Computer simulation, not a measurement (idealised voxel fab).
Title: Process Module voxel released beams
The cross-section on display is named cut; it measures 170 nm wide, and its cells are 5 nm squares.
Cross-section, as written here: a square-cell grid given band by band from the top down, where a band holds one or more rows of cells. Within each band entry, the heights of the top and of the bottom of the band appear first, in that order and in nm; the materials of the band then follow from left to right, each with its corresponding width in nm. The designation "everywhere" on a single material indicates that it fills the band from edge to edge; the designation "empty" indicates empty space. Heights from 0 (as-received wafer is one material below). Bottom band endless downward, as "0 -> down". Top row gets the first number, bottom row gets the second, and each row in between changes by the same step: that is how a band width like "30 to 40" works. When a step is marked "everything unchanged", none of the cells in the cross-section changed during that step. "Listed closed voids" means: voids of 8 cells or more that are shut off from the top with no open way through. Written width x height at distance, distance from the left edge, in nm. On each step's line, the part that comes after the settings is the simulator's own comment on the step. The "overlay nm" setting may appear on a step's line; for a step that uses a mask, it gives how far to the right of its planned position the mask lay, and a negative value indicates the left.

PROCESS STEPS - PLAN
| 1 | RECEIVE, material Si |
| 2 | CONFORMAL_DEP, material Al2O3, thk nm 10 |
| 3 | DIRECTIONAL_DEP, material SiO2, thk nm 20 |
| 4 | PATTERN, tone open, mask id ANCHOR, material resist, width nm 30, thk nm 20, overlay nm 0 |
| 5 | DIRECTIONAL_ETCH, etch materials SiO2, depth nm 20 |
| 6 | STRIP, etch materials resist |
| 7 | CONFORMAL_DEP, material W, thk nm 10 |
| 8 | PATTERN, tone cover, mask id BEAM, material resist, width nm 75, thk nm 15, overlay nm 0 |
| 9 | DIRECTIONAL_ETCH, etch materials W, depth nm 10 |
| 10 | STRIP, etch materials resist |
| 11 | STRIP, etch materials SiO2 |

SHOWN IN CROSS-SECTION IS THE WAFER AS RECEIVED, THAT IS, AS IT STANDS AFTER STEP 1
	0 -> down = Si everywhere
	Listed closed voids: none

HERE'S THE CROSS-SECTION OF THE FIRST OF OUR TWO WAFERS AT THE END OF THE MODULE - IT RAN AS PLANNED
	40 -> 30 = 45 of empty; 15 of W; 10 of empty; 50 of W; 50 of empty
	30 -> 20 = 50 of empty; 10 of W; 10 of empty; 10 of W; 90 of empty
	20 -> 10 = 50 of empty; 30 of W; 90 of empty
	10 -> 0 = Al2O3 everywhere
	0 -> down = Si everywhere
	Listed closed voids: none

THIS CROSS-SECTION BELONGS TO THE SECOND WAFER OF TWO AT THE END OF THE MODULE; THE START AND THE PLAN WERE SHARED WITH THE FIRST, AND THE RUN INCLUDED ONE MISTAKE
	40 -> 30 = 55 of empty; 5 of W; 10 of empty; 60 of W; 40 of empty
	30 -> 20 = 50 of empty; 10 of W; 10 of empty; 10 of W; 90 of empty
	20 -> 10 = 50 of empty; 30 of W; 90 of empty
	10 -> 0 = Al2O3 everywhere
	0 -> down = Si everywhere
	Listed closed voids: none
Misprocessing identified: step 8 was processed under conditions differing from the plan, specifically as PATTERN, tone cover, mask id BEAM, material resist, width nm 75, thk nm 15, overlay nm 10
By the end, you'd get the same cell count for each material on either wafer, but the second wafer puts them somewhere else.
